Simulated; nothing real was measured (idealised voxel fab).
process module | voxel wiring stack
cross-section cut | 210 nm wide | cells 5 nm
A cross-section is a grid of square cells, given in bands from the top down. A band is one or more rows of cells.
Each band's line starts with the height of the band's top and of its bottom, in nm. Then come its materials from left to right, each with its width in nm. One material with "throughout" fills the band from edge to edge. "air" is empty space.
Height 0 is the level under which the wafer as received is all one material. The lowest band goes on downwards, as in "0 down".
A width such as "30 to 40" changes by the same amount from each row of cells to the next, from the band's top row to its bottom row.
"no change" after a step means that no cell of the cross-section changed.
closed voids: empty space of 8 cells or more with no open way to the top, each as width x height at its distance from the left edge, in nm
after a step's settings: what the simulator itself notes on the step
overlay nm, on a step with a mask: how far to the right of its planned place the mask lay; to the left if negative
plan
1 op RECEIVE | material Si
2 op CONFORMAL_DEP | material SiO2 | thk nm 15
3 op CONFORMAL_DEP | material SiN | thk nm 5
4 op DIRECTIONAL_DEP | material SiO2 | thk nm 15
5 op PATTERN | tone open | mask id METAL_1 | material resist | width nm 25 | pitch nm 50 | thk nm 20 | overlay nm 0
6 op DIRECTIONAL_ETCH | etch materials SiO2 | depth nm 15
7 op DIRECTIONAL_ETCH | etch materials SiN | depth nm 5
8 op STRIP | etch materials resist
9 op CONFORMAL_DEP | material TiN | thk nm 5
10 op FILL_DEP | material Cu | thk nm 5
11 op CMP | height nm 35
12 op CONFORMAL_DEP | material SiCN | thk nm 5
13 op DIRECTIONAL_DEP | material lowk | thk nm 25
14 op DIRECTIONAL_DEP | material aC | thk nm 10
15 op PATTERN | tone open | mask id METAL_2_HOLES | material resist | width nm 15 | pitch nm 50 | thk nm 25 | overlay nm 0
16 op DIRECTIONAL_ETCH | etch materials aC | depth nm 10
17 op STRIP | etch materials resist
18 op DIRECTIONAL_ETCH | etch materials lowk | depth nm 25
19 op STRIP | etch materials aC
20 op PATTERN | tone open | mask id METAL_2 | material resist | width nm 25 | pitch nm 50 | thk nm 20 | overlay nm 0
21 op DIRECTIONAL_ETCH | etch materials lowk | depth nm 5
22 op DIRECTIONAL_ETCH | etch materials SiCN | depth nm 5
23 op STRIP | etch materials resist
24 op CONFORMAL_DEP | material TiN | thk nm 5
25 op FILL_DEP | material Cu | thk nm 5
26 op CMP | height nm 65
27 op CONFORMAL_DEP | material SiCN | thk nm 5
28 op DIRECTIONAL_DEP | material lowk | thk nm 30
29 op MASKED_ETCH | tone open | mask id METAL_3 | width nm 25 | pitch nm 50 | etch materials lowk | depth nm 15 | overlay nm 0
30 op DIRECTIONAL_DEP | material aC | thk nm 15
31 op PATTERN | tone open | mask id METAL_3_HOLES | material resist | width nm 15 | pitch nm 50 | thk nm 30 | overlay nm 0
32 op DIRECTIONAL_ETCH | etch materials aC | depth nm 15
33 op STRIP | etch materials resist
34 op DIRECTIONAL_ETCH | etch materials lowk | depth nm 15
35 op DIRECTIONAL_ETCH | etch materials SiCN | depth nm 5
36 op STRIP | etch materials aC
37 op CONFORMAL_DEP | material TiN | thk nm 5
38 op FILL_DEP | material Cu | thk nm 10
39 op CMP | height nm 100
40 op CONFORMAL_DEP | material SiN | thk nm 5
varied across the wafers: depth nm of step 21. The plan shows the first wafer's value. All wafers start alike
first wafer as received, after step 1
  0 down: Si throughout
  closed voids: none
each wafer at the end: cells of each material gained (+) or lost (-) since it was received, then its closed voids
depth nm 5 | +48 Cu | +72 SiCN | +74 SiN | +222 SiO2 | +86 TiN | +380 lowk | closed voids: none
depth nm 10 | +52 Cu | +72 SiCN | +74 SiN | +222 SiO2 | +86 TiN | +376 lowk | closed voids: none
depth nm 15 | +56 Cu | +72 SiCN | +74 SiN | +222 SiO2 | +86 TiN | +372 lowk | closed voids: none
depth nm 20 | +60 Cu | +72 SiCN | +74 SiN | +222 SiO2 | +86 TiN | +368 lowk | closed voids: none
depth nm 25 | +68 Cu | +68 SiCN | +74 SiN | +222 SiO2 | +86 TiN | +364 lowk | closed voids: none
depth nm 30 | +68 Cu | +68 SiCN | +74 SiN | +222 SiO2 | +86 TiN | +364 lowk | closed voids: none
